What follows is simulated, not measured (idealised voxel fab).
Title: Process Module voxel wiring stack
Xsec cut, 280 nm wide, square cell size 5 nm.
Reading order for cross-sections: top band down to bottom band. Underlying form: a grid of square cells. Band size: one or more rows of cells. A band entry consists of two parts. The first gives the height of the band's top and the height of its bottom, in nm. The rest lists the band's materials from left to right, each with its width in nm. A single material labelled with the word "throughout" fills the band from edge to edge, and the word "air" marks empty space. Heights are expressed relative to 0, this being the level below which the as-received wafer comprises one material exclusively. The lowest band is unbounded in the downward direction and is denoted as in "z 0 and below". With a width like "30..40", each row of cells in the band differs from the next by the same amount, the top row carrying the first number and the bottom row the second. A step reported as "changes: none" is a step in which no cell of the cross-section changed. The list in "Enclosed void listing" covers empty spaces of 8 cells or more that cannot reach the top through any open way, and it gives each as width x height at distance; the distance is from the left edge, and width, height and distance are in nm. Where a step's line continues beyond its settings, the continuation is a remark by the simulator itself on that step. If you see "overlay nm" on a step's line and that step has a mask, it's telling you how far right of where it was planned the mask ended up; a negative number means it went left instead. The remainder of this document consists of a sequence of paired cross-sections. Each pair presents the cross-section prior to one process step together with the cross-section following it, the latter being rendered only as deep as the lowest band that underwent change. The intervening step, together with its settings, is stated beneath each pair. Because the pairs may originate from different runs of this module on the same starting wafer, a given pair is to be read as continuing from the preceding pair only where its entry headed "Ex-ante state" so indicates.

## Ex-ante state
    z 105 to 95  air 80, then aC 20, then air 30, then aC 20, then air 30, then aC 20, then air 80
    z 95 to 75  air 80, then Ru 20, then air 30, then Ru 20, then air 30, then Ru 20, then air 80
    z 75 to 70  TiN throughout
    z 70 to 50  lowk 80, then TiN 5, then W 5, then TiN 5, then lowk 85, then TiN 5, then W 5, then TiN 5, then lowk 85
    z 50 to 45  SiCN 80, then TiN 15, then SiCN 85, then TiN 15, then SiCN 85
    z 45 to 25  SiO2 75, then SiCN 5, then Ru 20, then SiCN 5, then SiO2 20, then SiCN 5, then Ru 20, then SiCN 5, then SiO2 20, then SiCN 5, then Ru 20, then SiCN 5, then SiO2 75
    z 25 to 20  SiCN 80, then Ru 20, then SiCN 30, then Ru 20, then SiCN 30, then Ru 20, then SiCN 80
    z 20 to 5  SiO2 throughout
    z 5 to 0  TiN throughout
    z 0 and below  Si throughout
    Enclosed void listing: none

## After the Step
    z 105 to 95  air 80, then aC 20, then air 30, then aC 20, then air 30, then aC 20, then air 80
    z 95 to 75  air 80, then Ru 20, then air 30, then Ru 20, then air 30, then Ru 20, then air 80
    z 75 to 70  air 80, then TiN 20, then air 30, then TiN 20, then air 30, then TiN 20, then air 80
    Everything below 70 is unchanged.
    Enclosed void listing: none
Can you say which step sits between the two cross-sections above? op DIRECTIONAL_ETCH | etch materials TiN | depth nm 5

Ex-ante state: The initial state for this step is given by the after cross-section of the immediately preceding pair.

## After the Step
    z 95 to 75  air 80, then Ru 20, then air 30, then Ru 20, then air 30, then Ru 20, then air 80
    Everything below 75 is unchanged.
    Enclosed void listing: none
Can you say which step sits between the two cross-sections above? op STRIP | etch materials aC

Ex-ante state: The initial state for this step is given by the after cross-section of the immediately preceding pair.

## After the Step
    z 100 to 95  air 75, then SiN 30, then air 20, then SiN 30, then air 20, then SiN 30, then air 75
    z 95 to 75  air 75, then SiN 5, then Ru 20, then SiN 5, then air 20, then SiN 5, then Ru 20, then SiN 5, then air 20, then SiN 5, then Ru 20, then SiN 5, then air 75
    z 75 to 70  SiN 80, then TiN 20, then SiN 30, then TiN 20, then SiN 30, then TiN 20, then SiN 80
    Everything below 70 is unchanged.
    Enclosed void listing: none
Can you say which step sits between the two cross-sections above? op CONFORMAL_DEP | material SiN | thk nm 5

Ex-ante state: The initial state for this step is given by the after cross-section of the immediately preceding pair.

## After the Step
    z 105 to 100  lowk throughout
    z 100 to 95  lowk 75, then SiN 30, then lowk 20, then SiN 30, then lowk 20, then SiN 30, then lowk 75
    z 95 to 75  lowk 75, then SiN 5, then Ru 20, then SiN 5, then lowk 20, then SiN 5, then Ru 20, then SiN 5, then lowk 20, then SiN 5, then Ru 20, then SiN 5, then lowk 75
    Everything below 75 is unchanged.
    Enclosed void listing: none
Can you say which step sits between the two cross-sections above? op FILL_DEP | material lowk | thk nm 5

Ex-ante state: The initial state for this step is given by the after cross-section of the immediately preceding pair.

## After the Step
    z 95 to 75  lowk 75, then SiN 5, then Ru 20, then SiN 5, then lowk 20, then SiN 5, then Ru 20, then SiN 5, then lowk 20, then SiN 5, then Ru 20, then SiN 5, then lowk 75
    Everything below 75 is unchanged.
    Enclosed void listing: none
Can you say which step sits between the two cross-sections above? op CMP | height nm 95

Ex-ante state: The initial state for this step is given by the after cross-section of the immediately preceding pair.

## After the Step
    z 100 to 95  SiCN throughout
    Everything below 95 is unchanged.
    Enclosed void listing: none
Can you say which step sits between the two cross-sections above? op CONFORMAL_DEP | material SiCN | thk nm 5

Ex-ante state: The initial state for this step is given by the after cross-section of the immediately preceding pair.

## After the Step
    z 125 to 100  lowk throughout
    Everything below 100 is unchanged.
    Enclosed void listing: none
Can you say which step sits between the two cross-sections above? op DIRECTIONAL_DEP | material lowk | thk nm 25

Ex-ante state: The initial state for this step is given by the after cross-section of the immediately preceding pair.

## After the Step
    z 125 to 100  lowk 80, then air 15, then lowk 85, then air 15, then lowk 85
    Everything below 100 is unchanged.
    Enclosed void listing: none
Can you say which step sits between the two cross-sections above? op MASKED_ETCH | tone open | mask id METAL_3_HOLES | width nm 15 | pitch nm 100 | etch materials lowk | depth nm 25 | overlay nm 0

Ex-ante state: The initial state for this step is given by the after cross-section of the immediately preceding pair.

## After the Step
    z 145 to 125  resist 80, then air 20, then resist 30, then air 20, then resist 30, then air 20, then resist 80
    Everything below 125 is unchanged.
    Enclosed void listing: none
Can you say which step sits between the two cross-sections above? op PATTERN | tone open | mask id METAL_3 | material resist | width nm 20 | pitch nm 50 | thk nm 20 | overlay nm 0

Ex-ante state: The initial state for this step is given by the after cross-section of the immediately preceding pair.

## After the Step
    z 145 to 125  resist 80, then air 20, then resist 30, then air 20, then resist 30, then air 20, then resist 80
    z 125 to 110  lowk 80, then air 20, then lowk 30, then air 20, then lowk 30, then air 20, then lowk 80
    Everything below 110 is unchanged.
    Enclosed void listing: none
Can you say which step sits between the two cross-sections above? op DIRECTIONAL_ETCH | etch materials lowk | depth nm 15

Ex-ante state: The initial state for this step is given by the after cross-section of the immediately preceding pair.

## After the Step
    z 145 to 125  resist 80, then air 20, then resist 30, then air 20, then resist 30, then air 20, then resist 80
    z 125 to 110  lowk 80, then air 20, then lowk 30, then air 20, then lowk 30, then air 20, then lowk 80
    z 110 to 100  lowk 80, then air 15, then lowk 85, then air 15, then lowk 85
    z 100 to 95  SiCN 80, then air 15, then SiCN 85, then air 15, then SiCN 85
    Everything below 95 is unchanged.
    Enclosed void listing: none
Can you say which step sits between the two cross-sections above? op DIRECTIONAL_ETCH | etch materials SiCN | depth nm 5

Ex-ante state: The initial state for this step is given by the after cross-section of the immediately preceding pair.

## After the Step
    z 125 to 110  lowk 80, then air 20, then lowk 30, then air 20, then lowk 30, then air 20, then lowk 80
    Everything below 110 is unchanged.
    Enclosed void listing: none
Can you say which step sits between the two cross-sections above? op STRIP | etch materials resist

Ex-ante state: The initial state for this step is given by the after cross-section of the immediately preceding pair.

## After the Step
    z 130 to 125  TiN 85, then air 10, then TiN 40, then air 10, then TiN 40, then air 10, then TiN 85
    z 125 to 115  lowk 80, then TiN 5, then air 10, then TiN 5, then lowk 30, then TiN 5, then air 10, then TiN 5, then lowk 30, then TiN 5, then air 10, then TiN 5, then lowk 80
    z 115 to 110  lowk 80, then TiN 5, then air 5, then TiN 10, then lowk 30, then TiN 20, then lowk 30, then TiN 5, then air 5, then TiN 10, then lowk 80
    z 110 to 100  lowk 80, then TiN 5, then air 5, then TiN 5, then lowk 85, then TiN 5, then air 5, then TiN 5, then lowk 85
    z 100 to 95  SiCN 80, then TiN 15, then SiCN 85, then TiN 15, then SiCN 85
    Everything below 95 is unchanged.
    Enclosed void listing: none
Can you say which step sits between the two cross-sections above? op CONFORMAL_DEP | material TiN | thk nm 5

Ex-ante state: The initial state for this step is given by the after cross-section of the immediately preceding pair.

## After the Step
    z 135 to 130  Cu throughout
    z 130 to 125  TiN 85, then Cu 10, then TiN 40, then Cu 10, then TiN 40, then Cu 10, then TiN 85
    z 125 to 115  lowk 80, then TiN 5, then Cu 10, then TiN 5, then lowk 30, then TiN 5, then Cu 10, then TiN 5, then lowk 30, then TiN 5, then Cu 10, then TiN 5, then lowk 80
    z 115 to 110  lowk 80, then TiN 5, then Cu 5, then TiN 10, then lowk 30, then TiN 20, then lowk 30, then TiN 5, then Cu 5, then TiN 10, then lowk 80
    z 110 to 100  lowk 80, then TiN 5, then Cu 5, then TiN 5, then lowk 85, then TiN 5, then Cu 5, then TiN 5, then lowk 85
    Everything below 100 is unchanged.
    Enclosed void listing: none
Can you say which step sits between the two cross-sections above? op FILL_DEP | material Cu | thk nm 5

Ex-ante state: The initial state for this step is given by the after cross-section of the immediately preceding pair.

## After the Step
    z 125 to 115  lowk 80, then TiN 5, then Cu 10, then TiN 5, then lowk 30, then TiN 5, then Cu 10, then TiN 5, then lowk 30, then TiN 5, then Cu 10, then TiN 5, then lowk 80
    Everything below 115 is unchanged.
    Enclosed void listing: none
Can you say which step sits between the two cross-sections above? op CMP | height nm 125

Ex-ante state: The initial state for this step is given by the after cross-section of the immediately preceding pair.

## After the Step
    z 130 to 125  SiN throughout
    Everything below 125 is unchanged.
    Enclosed void listing: none
Can you say which step sits between the two cross-sections above? op CONFORMAL_DEP | material SiN | thk nm 5

## Ex-ante state
    z 105 to 100  lowk throughout
    z 100 to 95  lowk 75, then SiN 30, then lowk 20, then SiN 30, then lowk 20, then SiN 30, then lowk 75
    z 95 to 75  lowk 75, then SiN 5, then Ru 20, then SiN 5, then lowk 20, then SiN 5, then Ru 20, then SiN 5, then lowk 20, then SiN 5, then Ru 20, then SiN 5, then lowk 75
    z 75 to 70  SiN 80, then TiN 20, then SiN 30, then TiN 20, then SiN 30, then TiN 20, then SiN 80
    z 70 to 50  lowk 80, then TiN 5, then W 5, then TiN 5, then lowk 85, then TiN 5, then W 5, then TiN 5, then lowk 85
    z 50 to 45  SiCN 80, then TiN 15, then SiCN 85, then TiN 15, then SiCN 85
    z 45 to 20  SiO2 75, then SiCN 5, then Ru 20, then SiCN 5, then SiO2 20, then SiCN 5, then Ru 20, then SiCN 5, then SiO2 20, then SiCN 5, then Ru 20, then SiCN 5, then SiO2 75
    z 20 to 15  SiCN 80, then TiN 20, then SiCN 30, then TiN 20, then SiCN 30, then TiN 20, then SiCN 80
    z 15 to 0  SiO2 throughout
    z 0 and below  Si throughout
    Enclosed void listing: none

## After the Step
    z 100 to 95  lowk 75, then SiN 30, then lowk 20, then SiN 30, then lowk 20, then SiN 30, then lowk 75
    Everything below 95 is unchanged.
    Enclosed void listing: none
Can you say which step sits between the two cross-sections above? op CMP | height nm 100

Ex-ante state: The initial state for this step is given by the after cross-section of the immediately preceding pair.

## After the Step
    z 105 to 100  SiCN throughout
    Everything below 100 is unchanged.
    Enclosed void listing: none
Can you say which step sits between the two cross-sections above? op CONFORMAL_DEP | material SiCN | thk nm 5

Ex-ante state: The initial state for this step is given by the after cross-section of the immediately preceding pair.

## After the Step
    z 130 to 105  lowk throughout
    Everything below 105 is unchanged.
    Enclosed void listing: none
Can you say which step sits between the two cross-sections above? op DIRECTIONAL_DEP | material lowk | thk nm 25

Ex-ante state: The initial state for this step is given by the after cross-section of the immediately preceding pair.

## After the Step
    z 130 to 105  lowk 80, then air 15, then lowk 85, then air 15, then lowk 85
    Everything below 105 is unchanged.
    Enclosed void listing: none
Can you say which step sits between the two cross-sections above? op MASKED_ETCH | tone open | mask id METAL_3_HOLES | width nm 15 | pitch nm 100 | etch materials lowk | depth nm 25 | overlay nm 0

Ex-ante state: The initial state for this step is given by the after cross-section of the immediately preceding pair.

## After the Step
    z 150 to 130  resist 80, then air 20, then resist 30, then air 20, then resist 30, then air 20, then resist 80
    Everything below 130 is unchanged.
    Enclosed void listing: none
Can you say which step sits between the two cross-sections above? op PATTERN | tone open | mask id METAL_3 | material resist | width nm 20 | pitch nm 50 | thk nm 20 | overlay nm 0

Ex-ante state: The initial state for this step is given by the after cross-section of the immediately preceding pair.

## After the Step
    z 150 to 130  resist 80, then air 20, then resist 30, then air 20, then resist 30, then air 20, then resist 80
    z 130 to 115  lowk 80, then air 20, then lowk 30, then air 20, then lowk 30, then air 20, then lowk 80
    Everything below 115 is unchanged.
    Enclosed void listing: none
Can you say which step sits between the two cross-sections above? op DIRECTIONAL_ETCH | etch materials lowk | depth nm 15

Ex-ante state: The initial state for this step is given by the after cross-section of the immediately preceding pair.

## After the Step
    z 150 to 130  resist 80, then air 20, then resist 30, then air 20, then resist 30, then air 20, then resist 80
    z 130 to 115  lowk 80, then air 20, then lowk 30, then air 20, then lowk 30, then air 20, then lowk 80
    z 115 to 105  lowk 80, then air 15, then lowk 85, then air 15, then lowk 85
    z 105 to 100  SiCN 80, then air 15, then SiCN 85, then air 15, then SiCN 85
    Everything below 100 is unchanged.
    Enclosed void listing: none
Can you say which step sits between the two cross-sections above? op DIRECTIONAL_ETCH | etch materials SiCN | depth nm 5

Ex-ante state: The initial state for this step is given by the after cross-section of the immediately preceding pair.

## After the Step
    z 130 to 115  lowk 80, then air 20, then lowk 30, then air 20, then lowk 30, then air 20, then lowk 80
    Everything below 115 is unchanged.
    Enclosed void listing: none
Can you say which step sits between the two cross-sections above? op STRIP | etch materials resist

Ex-ante state: The initial state for this step is given by the after cross-section of the immediately preceding pair.

## After the Step
    z 135 to 130  TiN 85, then air 10, then TiN 40, then air 10, then TiN 40, then air 10, then TiN 85
    z 130 to 120  lowk 80, then TiN 5, then air 10, then TiN 5, then lowk 30, then TiN 5, then air 10, then TiN 5, then lowk 30, then TiN 5, then air 10, then TiN 5, then lowk 80
    z 120 to 115  lowk 80, then TiN 5, then air 5, then TiN 10, then lowk 30, then TiN 20, then lowk 30, then TiN 5, then air 5, then TiN 10, then lowk 80
    z 115 to 105  lowk 80, then TiN 5, then air 5, then TiN 5, then lowk 85, then TiN 5, then air 5, then TiN 5, then lowk 85
    z 105 to 100  SiCN 80, then TiN 15, then SiCN 85, then TiN 15, then SiCN 85
    Everything below 100 is unchanged.
    Enclosed void listing: none
Can you say which step sits between the two cross-sections above? op CONFORMAL_DEP | material TiN | thk nm 5

Ex-ante state: The initial state for this step is given by the after cross-section of the immediately preceding pair.

## After the Step
    z 140 to 135  Cu throughout
    z 135 to 130  TiN 85, then Cu 10, then TiN 40, then Cu 10, then TiN 40, then Cu 10, then TiN 85
    z 130 to 120  lowk 80, then TiN 5, then Cu 10, then TiN 5, then lowk 30, then TiN 5, then Cu 10, then TiN 5, then lowk 30, then TiN 5, then Cu 10, then TiN 5, then lowk 80
    z 120 to 115  lowk 80, then TiN 5, then Cu 5, then TiN 10, then lowk 30, then TiN 20, then lowk 30, then TiN 5, then Cu 5, then TiN 10, then lowk 80
    z 115 to 105  lowk 80, then TiN 5, then Cu 5, then TiN 5, then lowk 85, then TiN 5, then Cu 5, then TiN 5, then lowk 85
    Everything below 105 is unchanged.
    Enclosed void listing: none
Can you say which step sits between the two cross-sections above? op FILL_DEP | material Cu | thk nm 5

Ex-ante state: The initial state for this step is given by the after cross-section of the immediately preceding pair.

## After the Step
    z 125 to 120  lowk 80, then TiN 5, then Cu 10, then TiN 5, then lowk 30, then TiN 5, then Cu 10, then TiN 5, then lowk 30, then TiN 5, then Cu 10, then TiN 5, then lowk 80
    Everything below 120 is unchanged.
    Enclosed void listing: none
Can you say which step sits between the two cross-sections above? op CMP | height nm 125

Ex-ante state: The initial state for this step is given by the after cross-section of the immediately preceding pair.

## After the Step
    z 130 to 125  SiN throughout
    Everything below 125 is unchanged.
    Enclosed void listing: none
Can you say which step sits between the two cross-sections above? op CONFORMAL_DEP | material SiN | thk nm 5

## Ex-ante state
    z 105 to 95  aC throughout
    z 95 to 75  Ru throughout
    z 75 to 70  TiN throughout
    z 70 to 50  lowk 80, then TiN 5, then W 5, then TiN 5, then lowk 85, then TiN 5, then W 5, then TiN 5, then lowk 85
    z 50 to 45  SiCN 80, then TiN 15, then SiCN 85, then TiN 15, then SiCN 85
    z 45 to 20  SiO2 75, then SiCN 5, then Ru 20, then SiCN 5, then SiO2 20, then SiCN 5, then Ru 20, then SiCN 5, then SiO2 20, then SiCN 5, then Ru 20, then SiCN 5, then SiO2 75
    z 20 to 15  SiCN 80, then TiN 20, then SiCN 30, then TiN 20, then SiCN 30, then TiN 20, then SiCN 80
    z 15 to 0  SiO2 throughout
    z 0 and below  Si throughout
    Enclosed void listing: none

## After the Step
    z 135 to 105  air 85, then resist 15, then air 35, then resist 15, then air 35, then resist 15, then air 80
    Everything below 105 is unchanged.
    Enclosed void listing: none
Can you say which step sits between the two cross-sections above? op PATTERN | tone cover | mask id METAL_2 | material resist | width nm 15 | pitch nm 50 | thk nm 30 | overlay nm 0

Ex-ante state: The initial state for this step is given by the after cross-section of the immediately preceding pair.

## After the Step
    z 125 to 105  air 85, then resist 15, then air 35, then resist 15, then air 35, then resist 15, then air 80
    z 105 to 95  air 85, then aC 15, then air 35, then aC 15, then air 35, then aC 15, then air 80
    Everything below 95 is unchanged.
    Enclosed void listing: none
Can you say which step sits between the two cross-sections above? op DIRECTIONAL_ETCH | etch materials aC | depth nm 10

Ex-ante state: The initial state for this step is given by the after cross-section of the immediately preceding pair.

## After the Step
    z 105 to 95  air 85, then aC 15, then air 35, then aC 15, then air 35, then aC 15, then air 80
    Everything below 95 is unchanged.
    Enclosed void listing: none
Can you say which step sits between the two cross-sections above? op STRIP | etch materials resist

Ex-ante state: The initial state for this step is given by the after cross-section of the immediately preceding pair.

## After the Step
    z 105 to 95  air 85, then aC 15, then air 35, then aC 15, then air 35, then aC 15, then air 80
    z 95 to 75  air 85, then Ru 15, then air 35, then Ru 15, then air 35, then Ru 15, then air 80
    Everything below 75 is unchanged.
    Enclosed void listing: none
Can you say which step sits between the two cross-sections above? op DIRECTIONAL_ETCH | etch materials Ru | depth nm 20

Ex-ante state: The initial state for this step is given by the after cross-section of the immediately preceding pair.

## After the Step
    z 105 to 95  air 85, then aC 15, then air 35, then aC 15, then air 35, then aC 15, then air 80
    z 95 to 75  air 85, then Ru 15, then air 35, then Ru 15, then air 35, then Ru 15, then air 80
    z 75 to 70  air 85, then TiN 15, then air 35, then TiN 15, then air 35, then TiN 15, then air 80
    Everything below 70 is unchanged.
    Enclosed void listing: none
Can you say which step sits between the two cross-sections above? op DIRECTIONAL_ETCH | etch materials TiN | depth nm 5

Ex-ante state: The initial state for this step is given by the after cross-section of the immediately preceding pair.

## After the Step
    z 95 to 75  air 85, then Ru 15, then air 35, then Ru 15, then air 35, then Ru 15, then air 80
    Everything below 75 is unchanged.
    Enclosed void listing: none
Can you say which step sits between the two cross-sections above? op STRIP | etch materials aC

Ex-ante state: The initial state for this step is given by the after cross-section of the immediately preceding pair.

## After the Step
    z 100 to 95  air 80, then SiN 25, then air 25, then SiN 25, then air 25, then SiN 25, then air 75
    z 95 to 75  air 80, then SiN 5, then Ru 15, then SiN 5, then air 25, then SiN 5, then Ru 15, then SiN 5, then air 25, then SiN 5, then Ru 15, then SiN 5, then air 75
    z 75 to 70  SiN 85, then TiN 15, then SiN 35, then TiN 15, then SiN 35, then TiN 15, then SiN 80
    Everything below 70 is unchanged.
    Enclosed void listing: none
Can you say which step sits between the two cross-sections above? op CONFORMAL_DEP | material SiN | thk nm 5

Ex-ante state: The initial state for this step is given by the after cross-section of the immediately preceding pair.

## After the Step
    z 105 to 100  lowk throughout
    z 100 to 95  lowk 80, then SiN 25, then lowk 25, then SiN 25, then lowk 25, then SiN 25, then lowk 75
    z 95 to 75  lowk 80, then SiN 5, then Ru 15, then SiN 5, then lowk 25, then SiN 5, then Ru 15, then SiN 5, then lowk 25, then SiN 5, then Ru 15, then SiN 5, then lowk 75
    Everything below 75 is unchanged.
    Enclosed void listing: none
Can you say which step sits between the two cross-sections above? op FILL_DEP | material lowk | thk nm 5

Ex-ante state: The initial state for this step is given by the after cross-section of the immediately preceding pair.

## After the Step
    z 95 to 75  lowk 80, then SiN 5, then Ru 15, then SiN 5, then lowk 25, then SiN 5, then Ru 15, then SiN 5, then lowk 25, then SiN 5, then Ru 15, then SiN 5, then lowk 75
    Everything below 75 is unchanged.
    Enclosed void listing: none
Can you say which step sits between the two cross-sections above? op CMP | height nm 95

Ex-ante state: The initial state for this step is given by the after cross-section of the immediately preceding pair.

## After the Step
    z 100 to 95  SiCN throughout
    Everything below 95 is unchanged.
    Enclosed void listing: none
Can you say which step sits between the two cross-sections above? op CONFORMAL_DEP | material SiCN | thk nm 5

Ex-ante state: The initial state for this step is given by the after cross-section of the immediately preceding pair.

## After the Step
    z 125 to 100  lowk throughout
    Everything below 100 is unchanged.
    Enclosed void listing: none
Can you say which step sits between the two cross-sections above? op DIRECTIONAL_DEP | material lowk | thk nm 25

Ex-ante state: The initial state for this step is given by the after cross-section of the immediately preceding pair.

## After the Step
    z 125 to 100  lowk 80, then air 15, then lowk 85, then air 15, then lowk 85
    Everything below 100 is unchanged.
    Enclosed void listing: none
Can you say which step sits between the two cross-sections above? op MASKED_ETCH | tone open | mask id METAL_3_HOLES | width nm 15 | pitch nm 100 | etch materials lowk | depth nm 25 | overlay nm 0

Ex-ante state: The initial state for this step is given by the after cross-section of the immediately preceding pair.

## After the Step
    z 145 to 125  resist 80, then air 20, then resist 30, then air 20, then resist 30, then air 20, then resist 80
    Everything below 125 is unchanged.
    Enclosed void listing: none
Can you say which step sits between the two cross-sections above? op PATTERN | tone open | mask id METAL_3 | material resist | width nm 20 | pitch nm 50 | thk nm 20 | overlay nm 0

Ex-ante state: The initial state for this step is given by the after cross-section of the immediately preceding pair.

## After the Step
    z 145 to 125  resist 80, then air 20, then resist 30, then air 20, then resist 30, then air 20, then resist 80
    z 125 to 110  lowk 80, then air 20, then lowk 30, then air 20, then lowk 30, then air 20, then lowk 80
    Everything below 110 is unchanged.
    Enclosed void listing: none
Can you say which step sits between the two cross-sections above? op DIRECTIONAL_ETCH | etch materials lowk | depth nm 15

Ex-ante state: The initial state for this step is given by the after cross-section of the immediately preceding pair.

## After the Step
    z 145 to 125  resist 80, then air 20, then resist 30, then air 20, then resist 30, then air 20, then resist 80
    z 125 to 110  lowk 80, then air 20, then lowk 30, then air 20, then lowk 30, then air 20, then lowk 80
    z 110 to 100  lowk 80, then air 15, then lowk 85, then air 15, then lowk 85
    z 100 to 95  SiCN 80, then air 15, then SiCN 85, then air 15, then SiCN 85
    Everything below 95 is unchanged.
    Enclosed void listing: none
Can you say which step sits between the two cross-sections above? op DIRECTIONAL_ETCH | etch materials SiCN | depth nm 5

Ex-ante state: The initial state for this step is given by the after cross-section of the immediately preceding pair.

## After the Step
    z 125 to 110  lowk 80, then air 20, then lowk 30, then air 20, then lowk 30, then air 20, then lowk 80
    Everything below 110 is unchanged.
    Enclosed void listing: none
Can you say which step sits between the two cross-sections above? op STRIP | etch materials resist

Ex-ante state: The initial state for this step is given by the after cross-section of the immediately preceding pair.

## After the Step
    z 130 to 125  TiN 85, then air 10, then TiN 40, then air 10, then TiN 40, then air 10, then TiN 85
    z 125 to 115  lowk 80, then TiN 5, then air 10, then TiN 5, then lowk 30, then TiN 5, then air 10, then TiN 5, then lowk 30, then TiN 5, then air 10, then TiN 5, then lowk 80
    z 115 to 110  lowk 80, then TiN 5, then air 5, then TiN 10, then lowk 30, then TiN 20, then lowk 30, then TiN 5, then air 5, then TiN 10, then lowk 80
    z 110 to 100  lowk 80, then TiN 5, then air 5, then TiN 5, then lowk 85, then TiN 5, then air 5, then TiN 5, then lowk 85
    z 100 to 95  SiCN 80, then TiN 15, then SiCN 85, then TiN 15, then SiCN 85
    Everything below 95 is unchanged.
    Enclosed void listing: none
Can you say which step sits between the two cross-sections above? op CONFORMAL_DEP | material TiN | thk nm 5

Ex-ante state: The initial state for this step is given by the after cross-section of the immediately preceding pair.

## After the Step
    z 135 to 130  Cu throughout
    z 130 to 125  TiN 85, then Cu 10, then TiN 40, then Cu 10, then TiN 40, then Cu 10, then TiN 85
    z 125 to 115  lowk 80, then TiN 5, then Cu 10, then TiN 5, then lowk 30, then TiN 5, then Cu 10, then TiN 5, then lowk 30, then TiN 5, then Cu 10, then TiN 5, then lowk 80
    z 115 to 110  lowk 80, then TiN 5, then Cu 5, then TiN 10, then lowk 30, then TiN 20, then lowk 30, then TiN 5, then Cu 5, then TiN 10, then lowk 80
    z 110 to 100  lowk 80, then TiN 5, then Cu 5, then TiN 5, then lowk 85, then TiN 5, then Cu 5, then TiN 5, then lowk 85
    Everything below 100 is unchanged.
    Enclosed void listing: none
Can you say which step sits between the two cross-sections above? op FILL_DEP | material Cu | thk nm 5

Ex-ante state: The initial state for this step is given by the after cross-section of the immediately preceding pair.

## After the Step
    z 125 to 115  lowk 80, then TiN 5, then Cu 10, then TiN 5, then lowk 30, then TiN 5, then Cu 10, then TiN 5, then lowk 30, then TiN 5, then Cu 10, then TiN 5, then lowk 80
    Everything below 115 is unchanged.
    Enclosed void listing: none
Can you say which step sits between the two cross-sections above? op CMP | height nm 125

Ex-ante state: The initial state for this step is given by the after cross-section of the immediately preceding pair.

## After the Step
    z 130 to 125  SiN throughout
    Everything below 125 is unchanged.
    Enclosed void listing: none
Can you say which step sits between the two cross-sections above? op CONFORMAL_DEP | material SiN | thk nm 5

## Ex-ante state
    z 125 to 100  lowk throughout
    z 100 to 95  SiCN throughout
    z 95 to 75  lowk 75, then SiN 5, then Ru 20, then SiN 5, then lowk 20, then SiN 5, then Ru 20, then SiN 5, then lowk 20, then SiN 5, then Ru 20, then SiN 5, then lowk 75
    z 75 to 70  SiN 80, then TiN 20, then SiN 30, then TiN 20, then SiN 30, then TiN 20, then SiN 80
    z 70 to 50  lowk 80, then TiN 5, then W 5, then TiN 5, then lowk 85, then TiN 5, then W 5, then TiN 5, then lowk 85
    z 50 to 45  SiCN 80, then TiN 15, then SiCN 85, then TiN 15, then SiCN 85
    z 45 to 20  SiO2 75, then SiCN 5, then Ru 20, then SiCN 5, then SiO2 20, then SiCN 5, then Ru 20, then SiCN 5, then SiO2 20, then SiCN 5, then Ru 20, then SiCN 5, then SiO2 75
    z 20 to 15  SiCN 80, then TiN 20, then SiCN 30, then TiN 20, then SiCN 30, then TiN 20, then SiCN 80
    z 15 to 0  SiO2 throughout
    z 0 and below  Si throughout
    Enclosed void listing: none

## After the Step
    z 125 to 100  lowk 70, then air 15, then lowk 85, then air 15, then lowk 95
    Everything below 100 is unchanged.
    Enclosed void listing: none
Can you say which step sits between the two cross-sections above? op MASKED_ETCH | tone open | mask id METAL_3_HOLES | width nm 15 | pitch nm 100 | etch materials lowk | depth nm 25 | overlay nm -10

Ex-ante state: The initial state for this step is given by the after cross-section of the immediately preceding pair.

## After the Step
    z 145 to 125  resist 80, then air 20, then resist 30, then air 20, then resist 30, then air 20, then resist 80
    z 125 to 100  lowk 70, then resist 10, then air 5, then lowk 85, then resist 10, then air 5, then lowk 95
    Everything below 100 is unchanged.
    Enclosed void listing: none
Can you say which step sits between the two cross-sections above? op PATTERN | tone open | mask id METAL_3 | material resist | width nm 20 | pitch nm 50 | thk nm 20 | overlay nm 0

Ex-ante state: The initial state for this step is given by the after cross-section of the immediately preceding pair.

## After the Step
    z 145 to 125  resist 80, then air 20, then resist 30, then air 20, then resist 30, then air 20, then resist 80
    z 125 to 110  lowk 70, then resist 10, then air 20, then lowk 30, then air 20, then lowk 20, then resist 10, then air 20, then lowk 80
    Everything below 110 is unchanged.
    Enclosed void listing: none
Can you say which step sits between the two cross-sections above? op DIRECTIONAL_ETCH | etch materials lowk | depth nm 15

Ex-ante state: The initial state for this step is given by the after cross-section of the immediately preceding pair.

## After the Step
    z 145 to 125  resist 80, then air 20, then resist 30, then air 20, then resist 30, then air 20, then resist 80
    z 125 to 110  lowk 70, then resist 10, then air 20, then lowk 30, then air 20, then lowk 20, then resist 10, then air 20, then lowk 80
    z 110 to 100  lowk 70, then resist 10, then air 5, then lowk 85, then resist 10, then air 5, then lowk 95
    z 100 to 95  SiCN 80, then air 5, then SiCN 95, then air 5, then SiCN 95
    Everything below 95 is unchanged.
    Enclosed void listing: none
Can you say which step sits between the two cross-sections above? op DIRECTIONAL_ETCH | etch materials SiCN | depth nm 5

Ex-ante state: The initial state for this step is given by the after cross-section of the immediately preceding pair.

## After the Step
    z 125 to 110  lowk 70, then air 30, then lowk 30, then air 20, then lowk 20, then air 30, then lowk 80
    z 110 to 100  lowk 70, then air 15, then lowk 85, then air 15, then lowk 95
    Everything below 100 is unchanged.
    Enclosed void listing: none
Can you say which step sits between the two cross-sections above? op STRIP | etch materials resist

Ex-ante state: The initial state for this step is given by the after cross-section of the immediately preceding pair.

## After the Step
    z 130 to 125  TiN 75, then air 20, then TiN 40, then air 10, then TiN 30, then air 20, then TiN 85
    z 125 to 115  lowk 70, then TiN 5, then air 20, then TiN 5, then lowk 30, then TiN 5, then air 10, then TiN 5, then lowk 20, then TiN 5, then air 20, then TiN 5, then lowk 80
    z 115 to 110  lowk 70, then TiN 5, then air 5, then TiN 20, then lowk 30, then TiN 20, then lowk 20, then TiN 5, then air 5, then TiN 20, then lowk 80
    z 110 to 105  lowk 70, then TiN 5, then air 5, then TiN 5, then lowk 85, then TiN 5, then air 5, then TiN 5, then lowk 95
    z 105 to 100  lowk 70, then TiN 15, then lowk 85, then TiN 15, then lowk 95
    z 100 to 95  SiCN 80, then TiN 5, then SiCN 95, then TiN 5, then SiCN 95
    Everything below 95 is unchanged.
    Enclosed void listing: none
Can you say which step sits between the two cross-sections above? op CONFORMAL_DEP | material TiN | thk nm 5
